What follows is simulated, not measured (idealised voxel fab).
Process module heading - voxel fin reveal
Shown is cross-section cut, with a width of 295 nm and square cells of size 5 nm.
Cross-section, as written here: a square-cell grid given band by band from the top down, where a band holds one or more rows of cells.
The band entry comprises the height of the band's top followed by the height of its bottom, expressed in nm, and subsequently the band's materials from left to right, each stated together with its width in nm. Where a single material is marked with the word "all across", that material fills the band from edge to edge. The word "air" represents empty space.
Ref level 0: as-received wafer is one material below here. Bottom band extends down with no lower bound ("0 and below").
Width: "30 to 40" (first number = top row, second number = bottom row, same change from row to row of cells).
Where the words "all unchanged" appear for a step, the cross-section shows no cell changed by that step; every cell remained as before.
Reported under the label "Non-vented voids" are the empty spaces having no open way to the top and comprising 8 cells or more; the notation for each is width x height at distance, in which the distance is measured from the left edge and all three values are in nm.
Read whatever lies past the settings on a step's line as the simulator's own remark about the step.
overlay nm: mask right of planned place by this much (step with mask). Neg. = left.
The following list gives the planned process steps
| 1 | RECEIVE,material Si |
| 2 | CONFORMAL_DEP,material SiN,thk nm 10 |
| 3 | PATTERN,tone cover,mask id FINS,material resist,width nm 15,pitch nm 40,thk nm 20,overlay nm 0 |
| 4 | DIRECTIONAL_ETCH,etch materials SiN,depth nm 10 |
| 5 | DIRECTIONAL_ETCH,etch materials Si,depth nm 30 |
| 6 | STRIP,etch materials resist |
| 7 | FILL_DEP,material SiO2,thk nm 5 |
| 8 | CMP,height nm 10 |
| 9 | SELECTIVE_ETCH,etch materials SiO2,depth nm 25 |
| 10 | STRIP,etch materials SiN |
| 11 | CONFORMAL_DEP,material SiO2,thk nm 5 |
First of two wafers, processed according to plan
Incoming wafer, cross-sectional view, post step 1
0 and below = Si all across
Non-vented voids: none
Wafer after step 2 (cross-section)
10 down to 0 = SiN all across
No changes below 0.
Wafer after step 3 (cross-section)
30 down to 10 = 100 of air / 15 of resist / 25 of air / 15 of resist / 25 of air / 15 of resist / 100 of air
No changes below 10.
Wafer after step 4 (cross-section)
30 down to 10 = 100 of air / 15 of resist / 25 of air / 15 of resist / 25 of air / 15 of resist / 100 of air
10 down to 0 = 100 of air / 15 of SiN / 25 of air / 15 of SiN / 25 of air / 15 of SiN / 100 of air
No changes below 0.
Wafer after step 5 (cross-section)
30 down to 10 = 100 of air / 15 of resist / 25 of air / 15 of resist / 25 of air / 15 of resist / 100 of air
10 down to 0 = 100 of air / 15 of SiN / 25 of air / 15 of SiN / 25 of air / 15 of SiN / 100 of air
0 down to -30 = 100 of air / 15 of Si / 25 of air / 15 of Si / 25 of air / 15 of Si / 100 of air
No changes below -30.
Wafer after step 6 (cross-section)
10 down to 0 = 100 of air / 15 of SiN / 25 of air / 15 of SiN / 25 of air / 15 of SiN / 100 of air
No changes below 0.
Wafer after step 7 (cross-section)
15 down to 10 = SiO2 all across
10 down to 0 = 100 of SiO2 / 15 of SiN / 25 of SiO2 / 15 of SiN / 25 of SiO2 / 15 of SiN / 100 of SiO2
0 down to -30 = 100 of SiO2 / 15 of Si / 25 of SiO2 / 15 of Si / 25 of SiO2 / 15 of Si / 100 of SiO2
No changes below -30.
Wafer after step 8 (cross-section)
10 down to 0 = 100 of SiO2 / 15 of SiN / 25 of SiO2 / 15 of SiN / 25 of SiO2 / 15 of SiN / 100 of SiO2
No changes below 0.
Wafer after step 9 (cross-section)
10 down to 0 = 100 of air / 15 of SiN / 25 of air / 15 of SiN / 25 of air / 15 of SiN / 100 of air
0 down to -15 = 100 of air / 15 of Si / 25 of air / 15 of Si / 25 of air / 15 of Si / 100 of air
No changes below -15.
Wafer after step 10 (cross-section)
0 down to -15 = 100 of air / 15 of Si / 25 of air / 15 of Si / 25 of air / 15 of Si / 100 of air
No changes below -15.
Wafer after step 11 (cross-section)
5 down to 0 = 95 of air / 25 of SiO2 / 15 of air / 25 of SiO2 / 15 of air / 25 of SiO2 / 95 of air
0 down to -10 = 95 of air / 5 of SiO2 / 15 of Si / 5 of SiO2 / 15 of air / 5 of SiO2 / 15 of Si / 5 of SiO2 / 15 of air / 5 of SiO2 / 15 of Si / 5 of SiO2 / 95 of air
-10 down to -30 = 100 of SiO2 / 15 of Si / 25 of SiO2 / 15 of Si / 25 of SiO2 / 15 of Si / 100 of SiO2
No changes below -30.
Second wafer: like start, like plan, one mistake. Through step 2 it matches the first wafer
Planned end of step 3: second wafer, cross-section
30 down to 10 = 95 of air / 15 of resist / 25 of air / 15 of resist / 25 of air / 15 of resist / 105 of air
No changes below 10.
Planned end of step 4: second wafer, cross-section
30 down to 10 = 95 of air / 15 of resist / 25 of air / 15 of resist / 25 of air / 15 of resist / 105 of air
10 down to 0 = 95 of air / 15 of SiN / 25 of air / 15 of SiN / 25 of air / 15 of SiN / 105 of air
No changes below 0.
Planned end of step 5: second wafer, cross-section
30 down to 10 = 95 of air / 15 of resist / 25 of air / 15 of resist / 25 of air / 15 of resist / 105 of air
10 down to 0 = 95 of air / 15 of SiN / 25 of air / 15 of SiN / 25 of air / 15 of SiN / 105 of air
0 down to -30 = 95 of air / 15 of Si / 25 of air / 15 of Si / 25 of air / 15 of Si / 105 of air
No changes below -30.
Planned end of step 6: second wafer, cross-section
10 down to 0 = 95 of air / 15 of SiN / 25 of air / 15 of SiN / 25 of air / 15 of SiN / 105 of air
No changes below 0.
Planned end of step 7: second wafer, cross-section
15 down to 10 = SiO2 all across
10 down to 0 = 95 of SiO2 / 15 of SiN / 25 of SiO2 / 15 of SiN / 25 of SiO2 / 15 of SiN / 105 of SiO2
0 down to -30 = 95 of SiO2 / 15 of Si / 25 of SiO2 / 15 of Si / 25 of SiO2 / 15 of Si / 105 of SiO2
No changes below -30.
Planned end of step 8: second wafer, cross-section
10 down to 0 = 95 of SiO2 / 15 of SiN / 25 of SiO2 / 15 of SiN / 25 of SiO2 / 15 of SiN / 105 of SiO2
No changes below 0.
Planned end of step 9: second wafer, cross-section
10 down to 0 = 95 of air / 15 of SiN / 25 of air / 15 of SiN / 25 of air / 15 of SiN / 105 of air
0 down to -15 = 95 of air / 15 of Si / 25 of air / 15 of Si / 25 of air / 15 of Si / 105 of air
No changes below -15.
Planned end of step 10: second wafer, cross-section
0 down to -15 = 95 of air / 15 of Si / 25 of air / 15 of Si / 25 of air / 15 of Si / 105 of air
No changes below -15.
Planned end of step 11: second wafer, cross-section
5 down to 0 = 90 of air / 25 of SiO2 / 15 of air / 25 of SiO2 / 15 of air / 25 of SiO2 / 100 of air
0 down to -10 = 90 of air / 5 of SiO2 / 15 of Si / 5 of SiO2 / 15 of air / 5 of SiO2 / 15 of Si / 5 of SiO2 / 15 of air / 5 of SiO2 / 15 of Si / 5 of SiO2 / 100 of air
-10 down to -30 = 95 of SiO2 / 15 of Si / 25 of SiO2 / 15 of Si / 25 of SiO2 / 15 of Si / 105 of SiO2
No changes below -30.
Which mistake was made when the wafer was run? note that step 3 departed from the planned setting and was carried out as PATTERN,tone cover,mask id FINS,material resist,width nm 15,pitch nm 40,thk nm 20,overlay nm -5
At the end, the second wafer has the same number of cells of each material as the first, but those cells sit in other places.
